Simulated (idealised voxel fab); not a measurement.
Process module name: voxel wiring stack
Shown is cross-section cut, with a width of 185 nm and square cells of size 5 nm.
Cross-section spec: square-cell grid; bands listed top down; each band is one or more rows. Band: top height; bottom height; in nm. Then, left to right: material with width in nm, for each material. "all across": a single material spanning edge to edge. "air": empty space. The reference from which all heights are counted is 0, the level beneath which the as-received wafer is entirely one material; the lowest band, having no lower bound, proceeds downward and is written after the example "0 nm and below". Quick explanation for "30 to 40": the width changes in equal steps down the rows of cells, from the first number in the band's top row to the second number in its bottom row. A step reported as "no alteration" is a step in which no cell of the cross-section changed. Trapped voids: empty space of 8 cells or more with no open way to the top, each as width x height at its distance from the left edge, in nm. On each step's line, the part that comes after the settings is the simulator's own comment on the step. "overlay nm" answers the question of how far to the right of plan the mask lay on a step that has a mask, and when it is negative the answer is to the left. From here on the document is pairs. In a pair, the cross-section before one process step comes with the cross-section after it, and the latter goes no deeper than the lowest band that changed. What lies in between, the step and its settings, is written under the pair. A pair may be from a different run of this module on the same starting wafer than the pair above it, so it continues from that pair only where its entry headed "Pre-step section" says so.

### Pre-step section
0 nm and below  Si all across
Trapped voids: none

### Step Result
15 nm to 0 nm  SiO2 all across
Nothing below the height 0 has changed.
Trapped voids: none
Between the cross-sections above, the step performed was CONFORMAL_DEP with material SiO2, thk nm 15

Pre-step section: carried over from the after image of the pair right above.

### Step Result
20 nm to 15 nm  TiN all across
Nothing below the height 15 has changed.
Trapped voids: none
Between the cross-sections above, the step performed was DIRECTIONAL_DEP with material TiN, thk nm 5

Pre-step section: carried over from the after image of the pair right above.

### Step Result
45 nm to 20 nm  W all across
Nothing below the height 20 has changed.
Trapped voids: none
Between the cross-sections above, the step performed was DIRECTIONAL_DEP with material W, thk nm 25

Pre-step section: carried over from the after image of the pair right above.

### Step Result
55 nm to 45 nm  aC all across
Nothing below the height 45 has changed.
Trapped voids: none
Between the cross-sections above, the step performed was DIRECTIONAL_DEP with material aC, thk nm 10

Pre-step section: carried over from the after image of the pair right above.

### Step Result
85 nm to 55 nm  air (25), then resist (25), then air (30), then resist (25), then air (30), then resist (25), then air (25)
Nothing below the height 55 has changed.
Trapped voids: none
Between the cross-sections above, the step performed was PATTERN with tone cover, mask id METAL_1, material resist, width nm 25, pitch nm 55, thk nm 30, overlay nm 0

Pre-step section: carried over from the after image of the pair right above.

### Step Result
75 nm to 55 nm  air (25), then resist (25), then air (30), then resist (25), then air (30), then resist (25), then air (25)
55 nm to 45 nm  air (25), then aC (25), then air (30), then aC (25), then air (30), then aC (25), then air (25)
Nothing below the height 45 has changed.
Trapped voids: none
Between the cross-sections above, the step performed was DIRECTIONAL_ETCH with etch materials aC, depth nm 10

Pre-step section: carried over from the after image of the pair right above.

### Step Result
55 nm to 45 nm  air (25), then aC (25), then air (30), then aC (25), then air (30), then aC (25), then air (25)
Nothing below the height 45 has changed.
Trapped voids: none
Between the cross-sections above, the step performed was STRIP with etch materials resist

Pre-step section: carried over from the after image of the pair right above.

### Step Result
55 nm to 45 nm  air (25), then aC (25), then air (30), then aC (25), then air (30), then aC (25), then air (25)
45 nm to 20 nm  air (25), then W (25), then air (30), then W (25), then air (30), then W (25), then air (25)
Nothing below the height 20 has changed.
Trapped voids: none
Between the cross-sections above, the step performed was DIRECTIONAL_ETCH with etch materials W, depth nm 25

Pre-step section: carried over from the after image of the pair right above.

### Step Result
55 nm to 45 nm  air (25), then aC (25), then air (30), then aC (25), then air (30), then aC (25), then air (25)
45 nm to 20 nm  air (25), then W (25), then air (30), then W (25), then air (30), then W (25), then air (25)
20 nm to 15 nm  air (25), then TiN (25), then air (30), then TiN (25), then air (30), then TiN (25), then air (25)
Nothing below the height 15 has changed.
Trapped voids: none
Between the cross-sections above, the step performed was DIRECTIONAL_ETCH with etch materials TiN, depth nm 5

Pre-step section: carried over from the after image of the pair right above.

### Step Result
45 nm to 20 nm  air (25), then W (25), then air (30), then W (25), then air (30), then W (25), then air (25)
Nothing below the height 20 has changed.
Trapped voids: none
Between the cross-sections above, the step performed was STRIP with etch materials aC

Pre-step section: carried over from the after image of the pair right above.

### Step Result
50 nm to 45 nm  air (20), then SiN (35), then air (20), then SiN (35), then air (20), then SiN (35), then air (20)
45 nm to 20 nm  air (20), then SiN (5), then W (25), then SiN (5), then air (20), then SiN (5), then W (25), then SiN (5), then air (20), then SiN (5), then W (25), then SiN (5), then air (20)
20 nm to 15 nm  SiN (25), then TiN (25), then SiN (30), then TiN (25), then SiN (30), then TiN (25), then SiN (25)
Nothing below the height 15 has changed.
Trapped voids: none
Between the cross-sections above, the step performed was CONFORMAL_DEP with material SiN, thk nm 5

Pre-step section: carried over from the after image of the pair right above.

### Step Result
55 nm to 50 nm  lowk all across
50 nm to 45 nm  lowk (20), then SiN (35), then lowk (20), then SiN (35), then lowk (20), then SiN (35), then lowk (20)
45 nm to 20 nm  lowk (20), then SiN (5), then W (25), then SiN (5), then lowk (20), then SiN (5), then W (25), then SiN (5), then lowk (20), then SiN (5), then W (25), then SiN (5), then lowk (20)
Nothing below the height 20 has changed.
Trapped voids: none
Between the cross-sections above, the step performed was FILL_DEP with material lowk, thk nm 5

Pre-step section: carried over from the after image of the pair right above.

### Step Result
45 nm to 20 nm  lowk (20), then SiN (5), then W (25), then SiN (5), then lowk (20), then SiN (5), then W (25), then SiN (5), then lowk (20), then SiN (5), then W (25), then SiN (5), then lowk (20)
Nothing below the height 20 has changed.
Trapped voids: none
Between the cross-sections above, the step performed was CMP with height nm 45

Pre-step section: carried over from the after image of the pair right above.

### Step Result
50 nm to 45 nm  SiCN all across
Nothing below the height 45 has changed.
Trapped voids: none
Between the cross-sections above, the step performed was CONFORMAL_DEP with material SiCN, thk nm 5

Pre-step section: carried over from the after image of the pair right above.

### Step Result
70 nm to 50 nm  lowk all across
Nothing below the height 50 has changed.
Trapped voids: none
Between the cross-sections above, the step performed was DIRECTIONAL_DEP with material lowk, thk nm 20

Pre-step section: carried over from the after image of the pair right above.

### Step Result
80 nm to 70 nm  aC all across
Nothing below the height 70 has changed.
Trapped voids: none
Between the cross-sections above, the step performed was DIRECTIONAL_DEP with material aC, thk nm 10

Pre-step section: carried over from the after image of the pair right above.

### Step Result
105 nm to 80 nm  resist (25), then air (15), then resist (95), then air (15), then resist (35)
Nothing below the height 80 has changed.
Trapped voids: none
Between the cross-sections above, the step performed was PATTERN with tone open, mask id PLUG_1, material resist, width nm 15, pitch nm 110, thk nm 25, overlay nm 0

Pre-step section: carried over from the after image of the pair right above.

### Step Result
95 nm to 80 nm  resist (25), then air (15), then resist (95), then air (15), then resist (35)
80 nm to 70 nm  aC (25), then air (15), then aC (95), then air (15), then aC (35)
Nothing below the height 70 has changed.
Trapped voids: none
Between the cross-sections above, the step performed was DIRECTIONAL_ETCH with etch materials aC, depth nm 10

Pre-step section: carried over from the after image of the pair right above.

### Step Result
80 nm to 70 nm  aC (25), then air (15), then aC (95), then air (15), then aC (35)
Nothing below the height 70 has changed.
Trapped voids: none
Between the cross-sections above, the step performed was STRIP with etch materials resist

Pre-step section: carried over from the after image of the pair right above.

### Step Result
80 nm to 70 nm  aC (25), then air (15), then aC (95), then air (15), then aC (35)
70 nm to 50 nm  lowk (25), then air (15), then lowk (95), then air (15), then lowk (35)
Nothing below the height 50 has changed.
Trapped voids: none
Between the cross-sections above, the step performed was DIRECTIONAL_ETCH with etch materials lowk, depth nm 20

Pre-step section: carried over from the after image of the pair right above.

### Step Result
80 nm to 70 nm  aC (25), then air (15), then aC (95), then air (15), then aC (35)
70 nm to 50 nm  lowk (25), then air (15), then lowk (95), then air (15), then lowk (35)
50 nm to 45 nm  SiCN (25), then air (15), then SiCN (95), then air (15), then SiCN (35)
Nothing below the height 45 has changed.
Trapped voids: none
Between the cross-sections above, the step performed was DIRECTIONAL_ETCH with etch materials SiCN, depth nm 5

Pre-step section: carried over from the after image of the pair right above.

### Step Result
70 nm to 50 nm  lowk (25), then air (15), then lowk (95), then air (15), then lowk (35)
Nothing below the height 50 has changed.
Trapped voids: none
Between the cross-sections above, the step performed was STRIP with etch materials aC

Pre-step section: carried over from the after image of the pair right above.

### Step Result
75 nm to 70 nm  TiN (30), then air (5), then TiN (105), then air (5), then TiN (40)
70 nm to 50 nm  lowk (25), then TiN (5), then air (5), then TiN (5), then lowk (95), then TiN (5), then air (5), then TiN (5), then lowk (35)
50 nm to 45 nm  SiCN (25), then TiN (15), then SiCN (95), then TiN (15), then SiCN (35)
Nothing below the height 45 has changed.
Trapped voids: none
Between the cross-sections above, the step performed was CONFORMAL_DEP with material TiN, thk nm 5

Pre-step section: carried over from the after image of the pair right above.

### Step Result
80 nm to 75 nm  W all across
75 nm to 70 nm  TiN (30), then W (5), then TiN (105), then W (5), then TiN (40)
70 nm to 50 nm  lowk (25), then TiN (5), then W (5), then TiN (5), then lowk (95), then TiN (5), then W (5), then TiN (5), then lowk (35)
Nothing below the height 50 has changed.
Trapped voids: none
Between the cross-sections above, the step performed was FILL_DEP with material W, thk nm 5

Pre-step section: carried over from the after image of the pair right above.

### Step Result
70 nm to 50 nm  lowk (25), then TiN (5), then W (5), then TiN (5), then lowk (95), then TiN (5), then W (5), then TiN (5), then lowk (35)
Nothing below the height 50 has changed.
Trapped voids: none
Between the cross-sections above, the step performed was CMP with height nm 70

Pre-step section: carried over from the after image of the pair right above.

### Step Result
75 nm to 70 nm  SiN all across
Nothing below the height 70 has changed.
Trapped voids: none
Between the cross-sections above, the step performed was CONFORMAL_DEP with material SiN, thk nm 5

Pre-step section: carried over from the after image of the pair right above.

### Step Result
90 nm to 75 nm  lowk all across
Nothing below the height 75 has changed.
Trapped voids: none
Between the cross-sections above, the step performed was DIRECTIONAL_DEP with material lowk, thk nm 15

Pre-step section: carried over from the after image of the pair right above.

### Step Result
90 nm to 75 nm  lowk (25), then air (25), then lowk (30), then air (25), then lowk (30), then air (25), then lowk (25)
Nothing below the height 75 has changed.
Trapped voids: none
Between the cross-sections above, the step performed was MASKED_ETCH with tone open, mask id METAL_2, width nm 25, pitch nm 55, etch materials lowk, depth nm 15, overlay nm 0

Pre-step section: carried over from the after image of the pair right above.

### Step Result
90 nm to 75 nm  lowk (25), then air (25), then lowk (30), then air (25), then lowk (30), then air (25), then lowk (25)
75 nm to 70 nm  SiN (25), then air (25), then SiN (30), then air (25), then SiN (30), then air (25), then SiN (25)
Nothing below the height 70 has changed.
Trapped voids: none
Between the cross-sections above, the step performed was MASKED_ETCH with tone open, mask id METAL_2, width nm 25, pitch nm 55, etch materials SiN, depth nm 5, overlay nm 0

Pre-step section: carried over from the after image of the pair right above.

### Step Result
95 nm to 90 nm  TiN (30), then air (15), then TiN (40), then air (15), then TiN (40), then air (15), then TiN (30)
90 nm to 75 nm  lowk (25), then TiN (5), then air (15), then TiN (5), then lowk (30), then TiN (5), then air (15), then TiN (5), then lowk (30), then TiN (5), then air (15), then TiN (5), then lowk (25)
75 nm to 70 nm  SiN (25), then TiN (25), then SiN (30), then TiN (25), then SiN (30), then TiN (25), then SiN (25)
Nothing below the height 70 has changed.
Trapped voids: none
Between the cross-sections above, the step performed was CONFORMAL_DEP with material TiN, thk nm 5

Pre-step section: carried over from the after image of the pair right above.

### Step Result
105 nm to 95 nm  Cu all across
95 nm to 90 nm  TiN (30), then Cu (15), then TiN (40), then Cu (15), then TiN (40), then Cu (15), then TiN (30)
90 nm to 75 nm  lowk (25), then TiN (5), then Cu (15), then TiN (5), then lowk (30), then TiN (5), then Cu (15), then TiN (5), then lowk (30), then TiN (5), then Cu (15), then TiN (5), then lowk (25)
Nothing below the height 75 has changed.
Trapped voids: none
Between the cross-sections above, the step performed was FILL_DEP with material Cu, thk nm 10

Pre-step section: carried over from the after image of the pair right above.

### Step Result
90 nm to 75 nm  lowk (25), then TiN (5), then Cu (15), then TiN (5), then lowk (30), then TiN (5), then Cu (15), then TiN (5), then lowk (30), then TiN (5), then Cu (15), then TiN (5), then lowk (25)
Nothing below the height 75 has changed.
Trapped voids: none
Between the cross-sections above, the step performed was CMP with height nm 90

Pre-step section: carried over from the after image of the pair right above.

### Step Result
95 nm to 90 nm  air (20), then Ru (35), then air (20), then Ru (35), then air (20), then Ru (35), then air (20)
Nothing below the height 90 has changed.
Trapped voids: none
Between the cross-sections above, the step performed was EPI with material Ru, thk nm 5

Pre-step section: carried over from the after image of the pair right above.

### Step Result
100 nm to 95 nm  SiCN all across
95 nm to 90 nm  SiCN (20), then Ru (35), then SiCN (20), then Ru (35), then SiCN (20), then Ru (35), then SiCN (20)
Nothing below the height 90 has changed.
Trapped voids: none
Between the cross-sections above, the step performed was FILL_DEP with material SiCN, thk nm 5

Pre-step section: carried over from the after image of the pair right above.

### Step Result
110 nm to 100 nm  lowk all across
Nothing below the height 100 has changed.
Trapped voids: none
Between the cross-sections above, the step performed was DIRECTIONAL_DEP with material lowk, thk nm 10

Pre-step section: carried over from the after image of the pair right above.

### Step Result
125 nm to 110 nm  resist (25), then air (15), then resist (40), then air (15), then resist (40), then air (15), then resist (35)
Nothing below the height 110 has changed.
Trapped voids: none
Between the cross-sections above, the step performed was PATTERN with tone open, mask id PLUG_2, material resist, width nm 15, pitch nm 55, thk nm 15, overlay nm 0

Pre-step section: carried over from the after image of the pair right above.

### Step Result
125 nm to 110 nm  resist (25), then air (15), then resist (40), then air (15), then resist (40), then air (15), then resist (35)
110 nm to 100 nm  lowk (25), then air (15), then lowk (40), then air (15), then lowk (40), then air (15), then lowk (35)
Nothing below the height 100 has changed.
Trapped voids: none
Between the cross-sections above, the step performed was DIRECTIONAL_ETCH with etch materials lowk, depth nm 10

Pre-step section: carried over from the after image of the pair right above.

### Step Result
125 nm to 110 nm  resist (25), then air (15), then resist (40), then air (15), then resist (40), then air (15), then resist (35)
110 nm to 100 nm  lowk (25), then air (15), then lowk (40), then air (15), then lowk (40), then air (15), then lowk (35)
100 nm to 95 nm  SiCN (25), then air (15), then SiCN (40), then air (15), then SiCN (40), then air (15), then SiCN (35)
Nothing below the height 95 has changed.
Trapped voids: none
Between the cross-sections above, the step performed was DIRECTIONAL_ETCH with etch materials SiCN, depth nm 5

Pre-step section: carried over from the after image of the pair right above.

### Step Result
110 nm to 100 nm  lowk (25), then air (15), then lowk (40), then air (15), then lowk (40), then air (15), then lowk (35)
Nothing below the height 100 has changed.
Trapped voids: none
Between the cross-sections above, the step performed was STRIP with etch materials resist

Pre-step section: carried over from the after image of the pair right above.

### Step Result
115 nm to 110 nm  TiN (30), then air (5), then TiN (50), then air (5), then TiN (50), then air (5), then TiN (40)
110 nm to 100 nm  lowk (25), then TiN (5), then air (5), then TiN (5), then lowk (40), then TiN (5), then air (5), then TiN (5), then lowk (40), then TiN (5), then air (5), then TiN (5), then lowk (35)
100 nm to 95 nm  SiCN (25), then TiN (15), then SiCN (40), then TiN (15), then SiCN (40), then TiN (15), then SiCN (35)
Nothing below the height 95 has changed.
Trapped voids: none
Between the cross-sections above, the step performed was CONFORMAL_DEP with material TiN, thk nm 5

Pre-step section: carried over from the after image of the pair right above.

### Step Result
125 nm to 115 nm  W all across
115 nm to 110 nm  TiN (30), then W (5), then TiN (50), then W (5), then TiN (50), then W (5), then TiN (40)
110 nm to 100 nm  lowk (25), then TiN (5), then W (5), then TiN (5), then lowk (40), then TiN (5), then W (5), then TiN (5), then lowk (40), then TiN (5), then W (5), then TiN (5), then lowk (35)
Nothing below the height 100 has changed.
Trapped voids: none
Between the cross-sections above, the step performed was FILL_DEP with material W, thk nm 10

Pre-step section: carried over from the after image of the pair right above.

### Step Result
110 nm to 100 nm  lowk (25), then TiN (5), then W (5), then TiN (5), then lowk (40), then TiN (5), then W (5), then TiN (5), then lowk (40), then TiN (5), then W (5), then TiN (5), then lowk (35)
Nothing below the height 100 has changed.
Trapped voids: none
Between the cross-sections above, the step performed was CMP with height nm 110

Pre-step section: carried over from the after image of the pair right above.

### Step Result
115 nm to 110 nm  SiCN all across
Nothing below the height 110 has changed.
Trapped voids: none
Between the cross-sections above, the step performed was CONFORMAL_DEP with material SiCN, thk nm 5

Pre-step section: carried over from the after image of the pair right above.

### Step Result
130 nm to 115 nm  lowk all across
Nothing below the height 115 has changed.
Trapped voids: none
Between the cross-sections above, the step performed was DIRECTIONAL_DEP with material lowk, thk nm 15

Pre-step section: carried over from the after image of the pair right above.

### Step Result
130 nm to 115 nm  lowk (25), then air (25), then lowk (30), then air (25), then lowk (30), then air (25), then lowk (25)
Nothing below the height 115 has changed.
Trapped voids: none
Between the cross-sections above, the step performed was MASKED_ETCH with tone open, mask id METAL_3, width nm 25, pitch nm 55, etch materials lowk, depth nm 15, overlay nm 0

Pre-step section: carried over from the after image of the pair right above.

### Step Result
130 nm to 115 nm  lowk (25), then air (25), then lowk (30), then air (25), then lowk (30), then air (25), then lowk (25)
115 nm to 110 nm  SiCN (25), then air (25), then SiCN (30), then air (25), then SiCN (30), then air (25), then SiCN (25)
Nothing below the height 110 has changed.
Trapped voids: none
Between the cross-sections above, the step performed was MASKED_ETCH with tone open, mask id METAL_3, width nm 25, pitch nm 55, etch materials SiCN, depth nm 5, overlay nm 0

Pre-step section: carried over from the after image of the pair right above.

### Step Result
135 nm to 130 nm  TiN (30), then air (15), then TiN (40), then air (15), then TiN (40), then air (15), then TiN (30)
130 nm to 115 nm  lowk (25), then TiN (5), then air (15), then TiN (5), then lowk (30), then TiN (5), then air (15), then TiN (5), then lowk (30), then TiN (5), then air (15), then TiN (5), then lowk (25)
115 nm to 110 nm  SiCN (25), then TiN (25), then SiCN (30), then TiN (25), then SiCN (30), then TiN (25), then SiCN (25)
Nothing below the height 110 has changed.
Trapped voids: none
Between the cross-sections above, the step performed was CONFORMAL_DEP with material TiN, thk nm 5

Pre-step section: carried over from the after image of the pair right above.

### Step Result
145 nm to 135 nm  Ru all across
135 nm to 130 nm  TiN (30), then Ru (15), then TiN (40), then Ru (15), then TiN (40), then Ru (15), then TiN (30)
130 nm to 115 nm  lowk (25), then TiN (5), then Ru (15), then TiN (5), then lowk (30), then TiN (5), then Ru (15), then TiN (5), then lowk (30), then TiN (5), then Ru (15), then TiN (5), then lowk (25)
Nothing below the height 115 has changed.
Trapped voids: none
Between the cross-sections above, the step performed was FILL_DEP with material Ru, thk nm 10

Pre-step section: carried over from the after image of the pair right above.

### Step Result
130 nm to 115 nm  lowk (25), then TiN (5), then Ru (15), then TiN (5), then lowk (30), then TiN (5), then Ru (15), then TiN (5), then lowk (30), then TiN (5), then Ru (15), then TiN (5), then lowk (25)
Nothing below the height 115 has changed.
Trapped voids: none
Between the cross-sections above, the step performed was CMP with height nm 130

Pre-step section: carried over from the after image of the pair right above.

### Step Result
135 nm to 130 nm  air (20), then Ru (35), then air (20), then Ru (35), then air (20), then Ru (35), then air (20)
Nothing below the height 130 has changed.
Trapped voids: none
Between the cross-sections above, the step performed was EPI with material Ru, thk nm 5

Pre-step section: carried over from the after image of the pair right above.

### Step Result
140 nm to 135 nm  SiCN all across
135 nm to 130 nm  SiCN (20), then Ru (35), then SiCN (20), then Ru (35), then SiCN (20), then Ru (35), then SiCN (20)
Nothing below the height 130 has changed.
Trapped voids: none
Between the cross-sections above, the step performed was FILL_DEP with material SiCN, thk nm 5

### Pre-step section
75 nm to 70 nm  SiN all across
70 nm to 50 nm  lowk (25), then TiN (5), then W (5), then TiN (5), then lowk (95), then TiN (5), then W (5), then TiN (5), then lowk (35)
50 nm to 45 nm  SiCN (25), then TiN (15), then SiCN (95), then TiN (15), then SiCN (35)
45 nm to 20 nm  lowk (20), then SiN (5), then W (25), then SiN (5), then lowk (20), then SiN (5), then W (25), then SiN (5), then lowk (20), then SiN (5), then W (25), then SiN (5), then lowk (20)
20 nm to 15 nm  SiN (25), then TiN (25), then SiN (30), then TiN (25), then SiN (30), then TiN (25), then SiN (25)
15 nm to 0 nm  SiO2 all across
0 nm and below  Si all across
Trapped voids: none

### Step Result
75 nm to 70 nm  SiN (25), then air (25), then SiN (30), then air (25), then SiN (30), then air (25), then SiN (25)
Nothing below the height 70 has changed.
Trapped voids: none
Between the cross-sections above, the step performed was MASKED_ETCH with tone open, mask id METAL_2, width nm 25, pitch nm 55, etch materials SiN, depth nm 5, overlay nm 0

Pre-step section: carried over from the after image of the pair right above.

### Step Result
80 nm to 75 nm  TiN (30), then air (15), then TiN (40), then air (15), then TiN (40), then air (15), then TiN (30)
75 nm to 70 nm  SiN (25), then TiN (25), then SiN (30), then TiN (25), then SiN (30), then TiN (25), then SiN (25)
Nothing below the height 70 has changed.
Trapped voids: none
Between the cross-sections above, the step performed was CONFORMAL_DEP with material TiN, thk nm 5

Pre-step section: carried over from the after image of the pair right above.

### Step Result
90 nm to 80 nm  Cu all across
80 nm to 75 nm  TiN (30), then Cu (15), then TiN (40), then Cu (15), then TiN (40), then Cu (15), then TiN (30)
Nothing below the height 75 has changed.
Trapped voids: none
Between the cross-sections above, the step performed was FILL_DEP with material Cu, thk nm 10

Pre-step section: carried over from the after image of the pair right above.

### Step Result
95 nm to 90 nm  Ru all across
Nothing below the height 90 has changed.
Trapped voids: none
Between the cross-sections above, the step performed was EPI with material Ru, thk nm 5

Pre-step section: carried over from the after image of the pair right above.

### Step Result
100 nm to 95 nm  SiCN all across
Nothing below the height 95 has changed.
Trapped voids: none
Between the cross-sections above, the step performed was FILL_DEP with material SiCN, thk nm 5

Pre-step section: carried over from the after image of the pair right above.

### Step Result
110 nm to 100 nm  lowk all across
Nothing below the height 100 has changed.
Trapped voids: none
Between the cross-sections above, the step performed was DIRECTIONAL_DEP with material lowk, thk nm 10

Pre-step section: carried over from the after image of the pair right above.

### Step Result
125 nm to 110 nm  resist (25), then air (15), then resist (40), then air (15), then resist (40), then air (15), then resist (35)
Nothing below the height 110 has changed.
Trapped voids: none
Between the cross-sections above, the step performed was PATTERN with tone open, mask id PLUG_2, material resist, width nm 15, pitch nm 55, thk nm 15, overlay nm 0

Pre-step section: carried over from the after image of the pair right above.

### Step Result
125 nm to 110 nm  resist (25), then air (15), then resist (40), then air (15), then resist (40), then air (15), then resist (35)
110 nm to 100 nm  lowk (25), then air (15), then lowk (40), then air (15), then lowk (40), then air (15), then lowk (35)
Nothing below the height 100 has changed.
Trapped voids: none
Between the cross-sections above, the step performed was DIRECTIONAL_ETCH with etch materials lowk, depth nm 10

Pre-step section: carried over from the after image of the pair right above.

### Step Result
125 nm to 110 nm  resist (25), then air (15), then resist (40), then air (15), then resist (40), then air (15), then resist (35)
110 nm to 100 nm  lowk (25), then air (15), then lowk (40), then air (15), then lowk (40), then air (15), then lowk (35)
100 nm to 95 nm  SiCN (25), then air (15), then SiCN (40), then air (15), then SiCN (40), then air (15), then SiCN (35)
Nothing below the height 95 has changed.
Trapped voids: none
Between the cross-sections above, the step performed was DIRECTIONAL_ETCH with etch materials SiCN, depth nm 5

Pre-step section: carried over from the after image of the pair right above.

### Step Result
110 nm to 100 nm  lowk (25), then air (15), then lowk (40), then air (15), then lowk (40), then air (15), then lowk (35)
Nothing below the height 100 has changed.
Trapped voids: none
Between the cross-sections above, the step performed was STRIP with etch materials resist

Pre-step section: carried over from the after image of the pair right above.

### Step Result
115 nm to 110 nm  TiN (30), then air (5), then TiN (50), then air (5), then TiN (50), then air (5), then TiN (40)
110 nm to 100 nm  lowk (25), then TiN (5), then air (5), then TiN (5), then lowk (40), then TiN (5), then air (5), then TiN (5), then lowk (40), then TiN (5), then air (5), then TiN (5), then lowk (35)
100 nm to 95 nm  SiCN (25), then TiN (15), then SiCN (40), then TiN (15), then SiCN (40), then TiN (15), then SiCN (35)
Nothing below the height 95 has changed.
Trapped voids: none
Between the cross-sections above, the step performed was CONFORMAL_DEP with material TiN, thk nm 5

Pre-step section: carried over from the after image of the pair right above.

### Step Result
125 nm to 115 nm  W all across
115 nm to 110 nm  TiN (30), then W (5), then TiN (50), then W (5), then TiN (50), then W (5), then TiN (40)
110 nm to 100 nm  lowk (25), then TiN (5), then W (5), then TiN (5), then lowk (40), then TiN (5), then W (5), then TiN (5), then lowk (40), then TiN (5), then W (5), then TiN (5), then lowk (35)
Nothing below the height 100 has changed.
Trapped voids: none
Between the cross-sections above, the step performed was FILL_DEP with material W, thk nm 10

Pre-step section: carried over from the after image of the pair right above.

### Step Result
110 nm to 100 nm  lowk (25), then TiN (5), then W (5), then TiN (5), then lowk (40), then TiN (5), then W (5), then TiN (5), then lowk (40), then TiN (5), then W (5), then TiN (5), then lowk (35)
Nothing below the height 100 has changed.
Trapped voids: none
Between the cross-sections above, the step performed was CMP with height nm 110

Pre-step section: carried over from the after image of the pair right above.

### Step Result
115 nm to 110 nm  SiCN all across
Nothing below the height 110 has changed.
Trapped voids: none
Between the cross-sections above, the step performed was CONFORMAL_DEP with material SiCN, thk nm 5

Pre-step section: carried over from the after image of the pair right above.

### Step Result
130 nm to 115 nm  lowk all across
Nothing below the height 115 has changed.
Trapped voids: none
Between the cross-sections above, the step performed was DIRECTIONAL_DEP with material lowk, thk nm 15

Pre-step section: carried over from the after image of the pair right above.

### Step Result
130 nm to 115 nm  lowk (25), then air (25), then lowk (30), then air (25), then lowk (30), then air (25), then lowk (25)
Nothing below the height 115 has changed.
Trapped voids: none
Between the cross-sections above, the step performed was MASKED_ETCH with tone open, mask id METAL_3, width nm 25, pitch nm 55, etch materials lowk, depth nm 15, overlay nm 0

Pre-step section: carried over from the after image of the pair right above.

### Step Result
130 nm to 115 nm  lowk (25), then air (25), then lowk (30), then air (25), then lowk (30), then air (25), then lowk (25)
115 nm to 110 nm  SiCN (25), then air (25), then SiCN (30), then air (25), then SiCN (30), then air (25), then SiCN (25)
Nothing below the height 110 has changed.
Trapped voids: none
Between the cross-sections above, the step performed was MASKED_ETCH with tone open, mask id METAL_3, width nm 25, pitch nm 55, etch materials SiCN, depth nm 5, overlay nm 0

Pre-step section: carried over from the after image of the pair right above.

### Step Result
135 nm to 130 nm  TiN (30), then air (15), then TiN (40), then air (15), then TiN (40), then air (15), then TiN (30)
130 nm to 115 nm  lowk (25), then TiN (5), then air (15), then TiN (5), then lowk (30), then TiN (5), then air (15), then TiN (5), then lowk (30), then TiN (5), then air (15), then TiN (5), then lowk (25)
115 nm to 110 nm  SiCN (25), then TiN (25), then SiCN (30), then TiN (25), then SiCN (30), then TiN (25), then SiCN (25)
Nothing below the height 110 has changed.
Trapped voids: none
Between the cross-sections above, the step performed was CONFORMAL_DEP with material TiN, thk nm 5

Pre-step section: carried over from the after image of the pair right above.

### Step Result
145 nm to 135 nm  Ru all across
135 nm to 130 nm  TiN (30), then Ru (15), then TiN (40), then Ru (15), then TiN (40), then Ru (15), then TiN (30)
130 nm to 115 nm  lowk (25), then TiN (5), then Ru (15), then TiN (5), then lowk (30), then TiN (5), then Ru (15), then TiN (5), then lowk (30), then TiN (5), then Ru (15), then TiN (5), then lowk (25)
Nothing below the height 115 has changed.
Trapped voids: none
Between the cross-sections above, the step performed was FILL_DEP with material Ru, thk nm 10

Pre-step section: carried over from the after image of the pair right above.

### Step Result
130 nm to 115 nm  lowk (25), then TiN (5), then Ru (15), then TiN (5), then lowk (30), then TiN (5), then Ru (15), then TiN (5), then lowk (30), then TiN (5), then Ru (15), then TiN (5), then lowk (25)
Nothing below the height 115 has changed.
Trapped voids: none
Between the cross-sections above, the step performed was CMP with height nm 130

Pre-step section: carried over from the after image of the pair right above.

### Step Result
135 nm to 130 nm  air (20), then Ru (35), then air (20), then Ru (35), then air (20), then Ru (35), then air (20)
Nothing below the height 130 has changed.
Trapped voids: none
Between the cross-sections above, the step performed was EPI with material Ru, thk nm 5

Pre-step section: carried over from the after image of the pair right above.

### Step Result
140 nm to 135 nm  SiCN all across
135 nm to 130 nm  SiCN (20), then Ru (35), then SiCN (20), then Ru (35), then SiCN (20), then Ru (35), then SiCN (20)
Nothing below the height 130 has changed.
Trapped voids: none
Between the cross-sections above, the step performed was FILL_DEP with material SiCN, thk nm 5

### Pre-step section
15 nm to 0 nm  SiO2 all across
0 nm and below  Si all across
Trapped voids: none

### Step Result
30 nm to 0 nm  SiO2 all across
Nothing below the height 0 has changed.
Trapped voids: none
Between the cross-sections above, the step performed was CONFORMAL_DEP with material SiO2, thk nm 15

Pre-step section: carried over from the after image of the pair right above.

### Step Result
35 nm to 30 nm  TiN all across
Nothing below the height 30 has changed.
Trapped voids: none
Between the cross-sections above, the step performed was DIRECTIONAL_DEP with material TiN, thk nm 5

Pre-step section: carried over from the after image of the pair right above.

### Step Result
60 nm to 35 nm  W all across
Nothing below the height 35 has changed.
Trapped voids: none
Between the cross-sections above, the step performed was DIRECTIONAL_DEP with material W, thk nm 25

Pre-step section: carried over from the after image of the pair right above.

### Step Result
70 nm to 60 nm  aC all across
Nothing below the height 60 has changed.
Trapped voids: none
Between the cross-sections above, the step performed was DIRECTIONAL_DEP with material aC, thk nm 10

Pre-step section: carried over from the after image of the pair right above.

### Step Result
100 nm to 70 nm  air (25), then resist (25), then air (30), then resist (25), then air (30), then resist (25), then air (25)
Nothing below the height 70 has changed.
Trapped voids: none
Between the cross-sections above, the step performed was PATTERN with tone cover, mask id METAL_1, material resist, width nm 25, pitch nm 55, thk nm 30, overlay nm 0

Pre-step section: carried over from the after image of the pair right above.

### Step Result
90 nm to 70 nm  air (25), then resist (25), then air (30), then resist (25), then air (30), then resist (25), then air (25)
70 nm to 60 nm  air (25), then aC (25), then air (30), then aC (25), then air (30), then aC (25), then air (25)
Nothing below the height 60 has changed.
Trapped voids: none
Between the cross-sections above, the step performed was DIRECTIONAL_ETCH with etch materials aC, depth nm 10

Pre-step section: carried over from the after image of the pair right above.

### Step Result
70 nm to 60 nm  air (25), then aC (25), then air (30), then aC (25), then air (30), then aC (25), then air (25)
Nothing below the height 60 has changed.
Trapped voids: none
Between the cross-sections above, the step performed was STRIP with etch materials resist

Pre-step section: carried over from the after image of the pair right above.

### Step Result
70 nm to 60 nm  air (25), then aC (25), then air (30), then aC (25), then air (30), then aC (25), then air (25)
60 nm to 35 nm  air (25), then W (25), then air (30), then W (25), then air (30), then W (25), then air (25)
Nothing below the height 35 has changed.
Trapped voids: none
Between the cross-sections above, the step performed was DIRECTIONAL_ETCH with etch materials W, depth nm 25
